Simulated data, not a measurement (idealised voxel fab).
process module | voxel self aligned contacts
Pictured: cross-section cut, 280 nm wide, on a grid of 5 nm square cells.
In what follows, cross-sections appear as grids of square cells, described through bands that run from the top down, where every band is one or more rows of cells. First you get the band's top height and its bottom height, in nm, and then the materials it's made of, left to right, with each width in nm. If you see a single material with "edge to edge", that one covers the band edge to edge. "air" is empty space. All heights in this document are referenced to 0, defined as the level beneath which the wafer, as received, consists entirely of one material. The lowest band is not bounded below; it extends indefinitely downward and is written in the form "top 0, no bottom". The notation "30->40" denotes a width that varies across the rows of cells in the band, beginning at the first number in the top row, finishing at the second number in the bottom row, and changing by an identical amount from each row to the next. The designation "left unchanged", where it is given for a processing step, indicates that no cell of the cross-section was altered in the course of that step. In the "Internal closed voids" entry, you get each enclosed empty space of 8 cells or more, one with no open way to the top, written width x height at distance, distance from the left edge, in nm. Read whatever lies past the settings on a step's line as the simulator's own remark about the step. What "overlay nm" on a step's line means: if the step has a mask, that mask lay this far to the right of its planned place, or, when the value is negative, to the left.

-- The process steps that were planned are listed below
1,RECEIVE | material Si
2,CONFORMAL_DEP | material SiO2 | thk nm 5
3,DIRECTIONAL_DEP | material polySi | thk nm 25
4,DIRECTIONAL_DEP | material SiN | thk nm 20
5,DIRECTIONAL_DEP | material aC | thk nm 10
6,PATTERN | tone cover | mask id GATE | material resist | width nm 35 | pitch nm 70 | thk nm 25 | overlay nm 0
7,DIRECTIONAL_ETCH | etch materials aC | depth nm 10
8,STRIP | etch materials resist
9,DIRECTIONAL_ETCH | etch materials SiN | depth nm 20
10,DIRECTIONAL_ETCH | etch materials polySi | depth nm 25
11,STRIP | etch materials aC
12,CONFORMAL_DEP | material SiN | thk nm 5
13,DIRECTIONAL_ETCH | etch materials SiN | depth nm 5
14,FILL_DEP | material SiO2 | thk nm 10
15,CMP | height nm 55
16,DIRECTIONAL_DEP | material aC | thk nm 10
17,PATTERN | tone open | mask id CONTACT | material resist | width nm 55 | pitch nm 70 | thk nm 25 | overlay nm 0
18,DIRECTIONAL_ETCH | etch materials aC | depth nm 10
19,STRIP | etch materials resist
20,DIRECTIONAL_ETCH | etch materials SiO2 | depth nm 55
21,STRIP | etch materials aC
22,CONFORMAL_DEP | material TiN | thk nm 5
23,FILL_DEP | material Ru | thk nm 10
24,CMP | height nm 55
25,CONFORMAL_DEP | material SiN | thk nm 5

-- Cross-section of the incoming wafer, state after step 1
	top 0, no bottom = Si edge to edge
	Internal closed voids: none

-- Starting structure and process plan are as shown above, but one mistake was made in running the module; the wafer cross-section at the end of the module follows
	top 60, bottom 55 = SiN edge to edge
	top 55, bottom 45 = SiO2 75, then TiN 5->15, then Ru 45->25, then TiN 5->15, then SiO2 15, then TiN 5->15, then Ru 45->25, then TiN 5->15, then SiO2 80
	top 45, bottom 30 = SiO2 50, then SiN 35, then TiN 5, then Ru 25, then TiN 5, then SiN 35, then TiN 5, then Ru 25, then TiN 5, then SiN 35, then SiO2 55
	top 30, bottom 5 = SiO2 50, then polySi 35, then TiN 5, then Ru 25, then TiN 5, then polySi 35, then TiN 5, then Ru 25, then TiN 5, then polySi 35, then SiO2 55
	top 5, bottom 0 = SiO2 85, then TiN 35, then SiO2 35, then TiN 35, then SiO2 90
	top 0, no bottom = Si edge to edge
	Internal closed voids: none
what went wrong: step 12 of the plan was jumped over and never run
